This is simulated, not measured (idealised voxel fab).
Process module name: voxel ribs on slabs
In the cross-section labelled cut, the width is 270 nm and each square cell is 5 nm.
Just so we're on the same page, the cross-sections are grids of square cells, and they're listed out in bands top to bottom, each band one or more rows deep. Quick guide to a band line: top height, bottom height (nm) up front; then every material left to right with its width in nm. Only one material and it's marked "all across"? Then it fills the band edge to edge. And "blank" just means empty space. Beneath 0, the wafer as received is one material, and that level is where height counting begins. The lowest band goes on downward without a bottom; it is written like "0..down". The two numbers in a width such as "30->40" mark its ends across the band: the first belongs to the top row of cells, the second to the bottom row, and from each row to the next the width moves by the same amount. Where a step carries "no change occurred", the cross-section came out of it unchanged, cell for cell. The entry "Internal closed voids" lists the empty spaces that cover at least 8 cells and have no open path to the top. Each is written as width x height at distance, where the distance is measured from the left edge and all three values are in nm. Note: text after step settings on the step line = simulator remark on that step. "overlay nm" on a masked step: distance the mask lay right of its planned place, negative for left.

**Here's what the planned process steps look like**
step 1: RECEIVE, material Si
step 2: DIRECTIONAL_DEP, material SiO2, thk nm 30
step 3: DIRECTIONAL_DEP, material SiN, thk nm 20
step 4: PATTERN, tone cover, mask id RIB, material resist, width nm 25, thk nm 20, overlay nm 0
step 5: DIRECTIONAL_ETCH, etch materials SiN, depth nm 15
step 6: STRIP, etch materials resist
step 7: PATTERN, tone cover, mask id SLAB, material resist, width nm 55, thk nm 20, overlay nm 0
step 8: DIRECTIONAL_ETCH, etch materials SiN, depth nm 5
step 9: STRIP, etch materials resist
step 10: FILL_DEP, material SiO2, thk nm 15
step 11: CMP, height nm 60
step 12: DIRECTIONAL_DEP, material W, thk nm 10
step 13: MASKED_ETCH, tone cover, mask id HEATER, width nm 35, etch materials W, depth nm 10, overlay nm 0
step 14: CONFORMAL_DEP, material SiN, thk nm 5

**Wafer cross-section on receipt, i.e. after step 1**
> 0..down: Si all across
> Internal closed voids: none

**End-of-module XS, first of two wafers, run as planned**
> 75..70: 110 of blank; 45 of SiN; 115 of blank
> 70..65: 110 of blank; 5 of SiN; 35 of W; 5 of SiN; 115 of blank
> 65..60: 115 of SiN; 35 of W; 120 of SiN
> 60..50: SiO2 all across
> 50..35: 120 of SiO2; 25 of SiN; 125 of SiO2
> 35..30: 105 of SiO2; 55 of SiN; 110 of SiO2
> 30..0: SiO2 all across
> 0..down: Si all across
> Internal closed voids: none

**What the second wafer looks like in cross-section once the module is done. Its start and its plan matched the first wafer's exactly; what differed was one mistake in how it was run**
> 75..70: 115 of blank; 35 of SiN; 120 of blank
> 70..65: 115 of blank; 5 of SiN; 25 of W; 5 of SiN; 120 of blank
> 65..60: 120 of SiN; 25 of W; 125 of SiN
> 60..50: SiO2 all across
> 50..35: 120 of SiO2; 25 of SiN; 125 of SiO2
> 35..30: 105 of SiO2; 55 of SiN; 110 of SiO2
> 30..0: SiO2 all across
> 0..down: Si all across
> Internal closed voids: none
Heads up, the wafer didn't run the way we planned it: not per plan at step 13, really ran MASKED_ETCH, tone cover, mask id HEATER, width nm 25, etch materials W, depth nm 10, overlay nm 0
Final wafer comparison in cells, second versus first, more or fewer per material: W: 4 fewer
